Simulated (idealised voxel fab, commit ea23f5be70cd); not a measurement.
This section sets out a process module, namely voxel self aligned vias.
cross-section cut | 285 nm wide | cells 5 nm
How to read a cross-section here: the picture is a grid of square cells, written as bands going from the top down, and any band can span one or more rows of cells.
In this notation a band is specified by the heights of its top and bottom, in that order and in nm, after which its materials appear from left to right, each paired with its width in nm. The word "full width" attached to a single material means that material fills the band from edge to edge; the word "air" stands for empty space.
A quick word on heights: they are counted from 0, and under that level the wafer as it came to us is one material throughout. The lowest band is different from the rest in having no bottom; it simply continues downward, written as in "0 -> down".
Width "30 to 40": first value at the band's top row of cells, second value at its bottom row, equal change from row to row.
Given "everything unchanged" for a step, no cell of the cross-section differs between before and after that step.
Under "Closed void register" you'll find the enclosed gaps, the ones with no way out to the top, that are 8 cells or bigger; each reads width x height at distance, with distance counted from the left edge, everything in nm.
What comes after the settings on a step's line is commentary from the simulator itself on that step.
The line of a step may include "overlay nm". On a step with a mask, this value is how far to the right of its planned place the mask lay. A negative value means the mask lay to the left.

### Steps planned for the process
1: RECEIVE with material Si
2: CONFORMAL_DEP with material SiO2, thk nm 15
3: CONFORMAL_DEP with material SiCN, thk nm 5
4: DIRECTIONAL_DEP with material lowk, thk nm 25
5: MASKED_ETCH with tone open, mask id LINES, width nm 30, pitch nm 60, etch materials lowk, depth nm 25, overlay nm 0
6: CONFORMAL_DEP with material TiN, thk nm 5
7: FILL_DEP with material W, thk nm 10
8: CMP with height nm 45
9: SELECTIVE_ETCH with etch materials W Ru TiN, depth nm 5
10: FILL_DEP with material SiN, thk nm 5
11: CMP with height nm 45
12: DIRECTIONAL_DEP with material lowk, thk nm 20
13: MASKED_ETCH with tone open, mask id VIAS, width nm 40, pitch nm 60, etch materials lowk, depth nm 20, overlay nm 0
14: MASKED_ETCH with tone open, mask id VIAS, width nm 40, pitch nm 60, etch materials SiN, depth nm 5, overlay nm 0
15: CONFORMAL_DEP with material TiN, thk nm 5
16: FILL_DEP with material Cu, thk nm 5
17: CMP with height nm 65
18: CONFORMAL_DEP with material SiCN, thk nm 5

### The first of the two wafers, which ran as planned

### Cross-section of the wafer as it came to us, i.e., already through step 1
    0 -> down: Si full width
    Closed void register: none

### Cross-section of the wafer after step 2
    15 -> 0: SiO2 full width
    Under 0: no change, same as before.

### Cross-section of the wafer after step 3
    20 -> 15: SiCN full width
    Under 15: no change, same as before.

### Cross-section of the wafer after step 4
    45 -> 20: lowk full width
    Under 20: no change, same as before.

### Cross-section of the wafer after step 5
    45 -> 20: lowk=65 / air=30 / lowk=30 / air=30 / lowk=30 / air=30 / lowk=70
    Under 20: no change, same as before.

### Cross-section of the wafer after step 6
    50 -> 45: TiN=70 / air=20 / TiN=40 / air=20 / TiN=40 / air=20 / TiN=75
    45 -> 25: lowk=65 / TiN=5 / air=20 / TiN=5 / lowk=30 / TiN=5 / air=20 / TiN=5 / lowk=30 / TiN=5 / air=20 / TiN=5 / lowk=70
    25 -> 20: lowk=65 / TiN=30 / lowk=30 / TiN=30 / lowk=30 / TiN=30 / lowk=70
    Under 20: no change, same as before.

### Cross-section of the wafer after step 7
    60 -> 50: W full width
    50 -> 45: TiN=70 / W=20 / TiN=40 / W=20 / TiN=40 / W=20 / TiN=75
    45 -> 25: lowk=65 / TiN=5 / W=20 / TiN=5 / lowk=30 / TiN=5 / W=20 / TiN=5 / lowk=30 / TiN=5 / W=20 / TiN=5 / lowk=70
    Under 25: no change, same as before.

### Cross-section of the wafer after step 8
    45 -> 25: lowk=65 / TiN=5 / W=20 / TiN=5 / lowk=30 / TiN=5 / W=20 / TiN=5 / lowk=30 / TiN=5 / W=20 / TiN=5 / lowk=70
    Under 25: no change, same as before.

### Cross-section of the wafer after step 9
    45 -> 40: lowk=65 / air=30 / lowk=30 / air=30 / lowk=30 / air=30 / lowk=70
    Under 40: no change, same as before.

### Cross-section of the wafer after step 10
    50 -> 45: SiN full width
    45 -> 40: lowk=65 / SiN=30 / lowk=30 / SiN=30 / lowk=30 / SiN=30 / lowk=70
    Under 40: no change, same as before.

### Cross-section of the wafer after step 11
    45 -> 40: lowk=65 / SiN=30 / lowk=30 / SiN=30 / lowk=30 / SiN=30 / lowk=70
    Under 40: no change, same as before.

### Cross-section of the wafer after step 12
    65 -> 45: lowk full width
    Under 45: no change, same as before.

### Cross-section of the wafer after step 13
    65 -> 45: lowk=60 / air=40 / lowk=20 / air=40 / lowk=20 / air=40 / lowk=65
    Under 45: no change, same as before.

### Cross-section of the wafer after step 14
    65 -> 45: lowk=60 / air=40 / lowk=20 / air=40 / lowk=20 / air=40 / lowk=65
    45 -> 40: lowk=65 / air=30 / lowk=30 / air=30 / lowk=30 / air=30 / lowk=70
    Under 40: no change, same as before.

### Cross-section of the wafer after step 15
    70 -> 65: TiN=65 / air=30 / TiN=30 / air=30 / TiN=30 / air=30 / TiN=70
    65 -> 50: lowk=60 / TiN=5 / air=30 / TiN=5 / lowk=20 / TiN=5 / air=30 / TiN=5 / lowk=20 / TiN=5 / air=30 / TiN=5 / lowk=65
    50 -> 45: lowk=60 / TiN=10 / air=20 / TiN=10 / lowk=20 / TiN=10 / air=20 / TiN=10 / lowk=20 / TiN=10 / air=20 / TiN=10 / lowk=65
    45 -> 40: lowk=65 / TiN=30 / lowk=30 / TiN=30 / lowk=30 / TiN=30 / lowk=70
    Under 40: no change, same as before.

### Cross-section of the wafer after step 16
    75 -> 70: Cu full width
    70 -> 65: TiN=65 / Cu=30 / TiN=30 / Cu=30 / TiN=30 / Cu=30 / TiN=70
    65 -> 50: lowk=60 / TiN=5 / Cu=30 / TiN=5 / lowk=20 / TiN=5 / Cu=30 / TiN=5 / lowk=20 / TiN=5 / Cu=30 / TiN=5 / lowk=65
    50 -> 45: lowk=60 / TiN=10 / Cu=20 / TiN=10 / lowk=20 / TiN=10 / Cu=20 / TiN=10 / lowk=20 / TiN=10 / Cu=20 / TiN=10 / lowk=65
    Under 45: no change, same as before.

### Cross-section of the wafer after step 17
    65 -> 50: lowk=60 / TiN=5 / Cu=30 / TiN=5 / lowk=20 / TiN=5 / Cu=30 / TiN=5 / lowk=20 / TiN=5 / Cu=30 / TiN=5 / lowk=65
    Under 50: no change, same as before.

### Cross-section of the wafer after step 18
    70 -> 65: SiCN full width
    Under 65: no change, same as before.

### Second Wafer (Identical Start and Plan, One Processing Error; Matches First Wafer Through Step 17)

### Cross-section of the second wafer when, according to plan, step 18 should have finished
    70 -> 65: TiN full width
    Under 65: no change, same as before.
The plan and the run diverged here: step 18 changed vs plan, executed as CONFORMAL_DEP with material TiN, thk nm 5
Looking at both finished wafers in cells, the second ends up ahead of or behind the first on some materials: 57 fewer of SiCN | 57 more of TiN
